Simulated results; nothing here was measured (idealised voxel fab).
The following process module bears the name voxel released beams.
This is section cut - it's 285 nm across, gridded in 5 nm square cells.
Cross-section, as written here: a square-cell grid given band by band from the top down, where a band holds one or more rows of cells. The band entry comprises the height of the band's top followed by the height of its bottom, expressed in nm, and subsequently the band's materials from left to right, each stated together with its width in nm. Where a single material is marked with the word "throughout", that material fills the band from edge to edge. The word "blank" represents empty space. Beneath 0, the wafer as received is one material, and that level is where height counting begins. The lowest band goes on downward without a bottom; it is written like "0 -> down". A width such as "30..40" changes by the same amount from each row of cells to the next, from the band's top row to its bottom row. Reading "same as before" for a step: not a cell of the cross-section changed in it. Enclosed voids (no open way to top), threshold 8 cells or more, entry "Closed void roster", notation width x height at distance, distance from left edge, nm. That trailing text on a step's line, after the settings, is the simulator's own remark on the step. Steps that use a mask can have "overlay nm" on their line. It says how far the mask sat to the right of where it was meant to be. Negative means to the left.
**Below is the list of planned process steps**
1. RECEIVE: material Si
2. CONFORMAL_DEP: material Al2O3, thk nm 5
3. DIRECTIONAL_DEP: material SiO2, thk nm 20
4. MASKED_ETCH: tone open, mask id ANCHOR, width nm 35, etch materials SiO2, depth nm 20, overlay nm -15
5. CONFORMAL_DEP: material polySi, thk nm 15
6. MASKED_ETCH: tone cover, mask id BEAM, width nm 90, etch materials polySi, depth nm 15, overlay nm 0
7. STRIP: etch materials SiO2
Among the wafers covered here, the point of difference is the overlay nm at step 4; their starting state is shared, and the plan presents the value of the first wafer.
**Received condition of the first of several wafers, sectioned: post-step 1**
0 -> down = Si throughout
Closed void roster: none
**Cross-section of the first of several wafers once the module has run through its last step, step 7**
40 -> 25 = blank=95 | polySi=5 | blank=5 | polySi=80 | blank=100
25 -> 20 = blank=85 | polySi=15 | blank=5 | polySi=15 | blank=165
20 -> 5 = blank=85 | polySi=35 | blank=165
5 -> 0 = Al2O3 throughout
0 -> down = Si throughout
Closed void roster: none
**Last-wafer cross-section at the end of the module**
40 -> 25 = blank=95 | polySi=35 | blank=5 | polySi=50 | blank=100
25 -> 20 = blank=115 | polySi=15 | blank=5 | polySi=15 | blank=135
20 -> 5 = blank=115 | polySi=35 | blank=135
5 -> 0 = Al2O3 throughout
0 -> down = Si throughout
Closed void roster: none
**The table below has one row for each wafer; a row shows, as of the end of the module, how many cells of each material the wafer has gained, marked (+), or lost, marked (-), since it was received, and then the wafer's closed voids**
overlay nm -15, +57 Al2O3, +78 polySi, Closed void roster: none
overlay nm -10, +57 Al2O3, +78 polySi, Closed void roster: none
overlay nm -5, +57 Al2O3, +78 polySi, Closed void roster: none
overlay nm 0, +57 Al2O3, +78 polySi, Closed void roster: none
overlay nm 5, +57 Al2O3, +78 polySi, Closed void roster: none
overlay nm 10, +57 Al2O3, +78 polySi, Closed void roster: none
overlay nm 15, +57 Al2O3, +78 polySi, Closed void roster: none
